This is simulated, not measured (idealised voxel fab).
process module | voxel trench capacitor
cross-section cut | 185 nm wide | cells 5 nm
A cross-section is a grid of square cells, given in bands from the top down. A band is one or more rows of cells.
Each band's line starts with the height of the band's top and of its bottom, in nm. Then come its materials from left to right, each with its width in nm. One material with "throughout" fills the band from edge to edge. "air" is empty space.
Height 0 is the level under which the wafer as received is all one material. The lowest band goes on downwards, as in "0 down".
A width such as "30 to 40" changes by the same amount from each row of cells to the next, from the band's top row to its bottom row.
"no change" after a step means that no cell of the cross-section changed.
closed voids: empty space of 8 cells or more with no open way to the top, each as width x height at its distance from the left edge, in nm
after a step's settings: what the simulator itself notes on the step
overlay nm, on a step with a mask: how far to the right of its planned place the mask lay; to the left if negative
plan
1 op RECEIVE | material Si
2 op CONFORMAL_DEP | material SiN | thk nm 5
3 op PATTERN | tone open | mask id TRENCH | material resist | width nm 30 | pitch nm 50 | thk nm 20 | overlay nm 0
4 op DIRECTIONAL_ETCH | etch materials SiN | depth nm 5
5 op DIRECTIONAL_ETCH | etch materials Si | depth nm 25
6 op STRIP | etch materials resist
7 op CONFORMAL_DEP | material Al2O3 | thk nm 5
8 op CONFORMAL_DEP | material TiN | thk nm 5
9 op FILL_DEP | material W | thk nm 10
10 op CMP | height nm 5
first wafer, as planned
as received, after step 1
  0 down: Si throughout
  closed voids: none
after step 2
  5 to 0: SiN throughout
  below 0: unchanged
after step 3
  25 to 5: resist 25 | air 30 | resist 20 | air 30 | resist 20 | air 30 | resist 30
  below 5: unchanged
after step 4
  25 to 5: resist 25 | air 30 | resist 20 | air 30 | resist 20 | air 30 | resist 30
  5 to 0: SiN 25 | air 30 | SiN 20 | air 30 | SiN 20 | air 30 | SiN 30
  below 0: unchanged
after step 5
  25 to 5: resist 25 | air 30 | resist 20 | air 30 | resist 20 | air 30 | resist 30
  5 to 0: SiN 25 | air 30 | SiN 20 | air 30 | SiN 20 | air 30 | SiN 30
  0 to -25: Si 25 | air 30 | Si 20 | air 30 | Si 20 | air 30 | Si 30
  below -25: unchanged
after step 6
  5 to 0: SiN 25 | air 30 | SiN 20 | air 30 | SiN 20 | air 30 | SiN 30
  below 0: unchanged
after step 7
  10 to 5: Al2O3 30 | air 20 | Al2O3 30 | air 20 | Al2O3 30 | air 20 | Al2O3 35
  5 to 0: SiN 25 | Al2O3 5 | air 20 | Al2O3 5 | SiN 20 | Al2O3 5 | air 20 | Al2O3 5 | SiN 20 | Al2O3 5 | air 20 | Al2O3 5 | SiN 30
  0 to -20: Si 25 | Al2O3 5 | air 20 | Al2O3 5 | Si 20 | Al2O3 5 | air 20 | Al2O3 5 | Si 20 | Al2O3 5 | air 20 | Al2O3 5 | Si 30
  -20 to -25: Si 25 | Al2O3 30 | Si 20 | Al2O3 30 | Si 20 | Al2O3 30 | Si 30
  below -25: unchanged
after step 8
  15 to 10: TiN 35 | air 10 | TiN 40 | air 10 | TiN 40 | air 10 | TiN 40
  10 to 5: Al2O3 30 | TiN 5 | air 10 | TiN 5 | Al2O3 30 | TiN 5 | air 10 | TiN 5 | Al2O3 30 | TiN 5 | air 10 | TiN 5 | Al2O3 35
  5 to 0: SiN 25 | Al2O3 5 | TiN 5 | air 10 | TiN 5 | Al2O3 5 | SiN 20 | Al2O3 5 | TiN 5 | air 10 | TiN 5 | Al2O3 5 | SiN 20 | Al2O3 5 | TiN 5 | air 10 | TiN 5 | Al2O3 5 | SiN 30
  0 to -15: Si 25 | Al2O3 5 | TiN 5 | air 10 | TiN 5 | Al2O3 5 | Si 20 | Al2O3 5 | TiN 5 | air 10 | TiN 5 | Al2O3 5 | Si 20 | Al2O3 5 | TiN 5 | air 10 | TiN 5 | Al2O3 5 | Si 30
  -15 to -20: Si 25 | Al2O3 5 | TiN 20 | Al2O3 5 | Si 20 | Al2O3 5 | TiN 20 | Al2O3 5 | Si 20 | Al2O3 5 | TiN 20 | Al2O3 5 | Si 30
  below -20: unchanged
after step 9
  25 to 15: W throughout
  15 to 10: TiN 35 | W 10 | TiN 40 | W 10 | TiN 40 | W 10 | TiN 40
  10 to 5: Al2O3 30 | TiN 5 | W 10 | TiN 5 | Al2O3 30 | TiN 5 | W 10 | TiN 5 | Al2O3 30 | TiN 5 | W 10 | TiN 5 | Al2O3 35
  5 to 0: SiN 25 | Al2O3 5 | TiN 5 | W 10 | TiN 5 | Al2O3 5 | SiN 20 | Al2O3 5 | TiN 5 | W 10 | TiN 5 | Al2O3 5 | SiN 20 | Al2O3 5 | TiN 5 | W 10 | TiN 5 | Al2O3 5 | SiN 30
  0 to -15: Si 25 | Al2O3 5 | TiN 5 | W 10 | TiN 5 | Al2O3 5 | Si 20 | Al2O3 5 | TiN 5 | W 10 | TiN 5 | Al2O3 5 | Si 20 | Al2O3 5 | TiN 5 | W 10 | TiN 5 | Al2O3 5 | Si 30
  below -15: unchanged
after step 10
  5 to 0: SiN 25 | Al2O3 5 | TiN 5 | W 10 | TiN 5 | Al2O3 5 | SiN 20 | Al2O3 5 | TiN 5 | W 10 | TiN 5 | Al2O3 5 | SiN 20 | Al2O3 5 | TiN 5 | W 10 | TiN 5 | Al2O3 5 | SiN 30
  below 0: unchanged
second wafer: like start, like plan, one mistake. Through step 7 it matches the first wafer
when step 8 should have ended
  15 to 10: SiN 35 | air 10 | SiN 40 | air 10 | SiN 40 | air 10 | SiN 40
  10 to 5: Al2O3 30 | SiN 5 | air 10 | SiN 5 | Al2O3 30 | SiN 5 | air 10 | SiN 5 | Al2O3 30 | SiN 5 | air 10 | SiN 5 | Al2O3 35
  5 to 0: SiN 25 | Al2O3 5 | SiN 5 | air 10 | SiN 5 | Al2O3 5 | SiN 20 | Al2O3 5 | SiN 5 | air 10 | SiN 5 | Al2O3 5 | SiN 20 | Al2O3 5 | SiN 5 | air 10 | SiN 5 | Al2O3 5 | SiN 30
  0 to -15: Si 25 | Al2O3 5 | SiN 5 | air 10 | SiN 5 | Al2O3 5 | Si 20 | Al2O3 5 | SiN 5 | air 10 | SiN 5 | Al2O3 5 | Si 20 | Al2O3 5 | SiN 5 | air 10 | SiN 5 | Al2O3 5 | Si 30
  -15 to -20: Si 25 | Al2O3 5 | SiN 20 | Al2O3 5 | Si 20 | Al2O3 5 | SiN 20 | Al2O3 5 | Si 20 | Al2O3 5 | SiN 20 | Al2O3 5 | Si 30
  below -20: unchanged
when step 9 should have ended
  25 to 15: W throughout
  15 to 10: SiN 35 | W 10 | SiN 40 | W 10 | SiN 40 | W 10 | SiN 40
  10 to 5: Al2O3 30 | SiN 5 | W 10 | SiN 5 | Al2O3 30 | SiN 5 | W 10 | SiN 5 | Al2O3 30 | SiN 5 | W 10 | SiN 5 | Al2O3 35
  5 to 0: SiN 25 | Al2O3 5 | SiN 5 | W 10 | SiN 5 | Al2O3 5 | SiN 20 | Al2O3 5 | SiN 5 | W 10 | SiN 5 | Al2O3 5 | SiN 20 | Al2O3 5 | SiN 5 | W 10 | SiN 5 | Al2O3 5 | SiN 30
  0 to -15: Si 25 | Al2O3 5 | SiN 5 | W 10 | SiN 5 | Al2O3 5 | Si 20 | Al2O3 5 | SiN 5 | W 10 | SiN 5 | Al2O3 5 | Si 20 | Al2O3 5 | SiN 5 | W 10 | SiN 5 | Al2O3 5 | Si 30
  below -15: unchanged
when step 10 should have ended
  5 to 0: SiN 25 | Al2O3 5 | SiN 5 | W 10 | SiN 5 | Al2O3 5 | SiN 20 | Al2O3 5 | SiN 5 | W 10 | SiN 5 | Al2O3 5 | SiN 20 | Al2O3 5 | SiN 5 | W 10 | SiN 5 | Al2O3 5 | SiN 30
  below 0: unchanged
what went wrong: step 8 ran as: op CONFORMAL_DEP | material SiN | thk nm 5
at the end the second wafer has, in cells: 36 more of SiN | 36 fewer of TiN
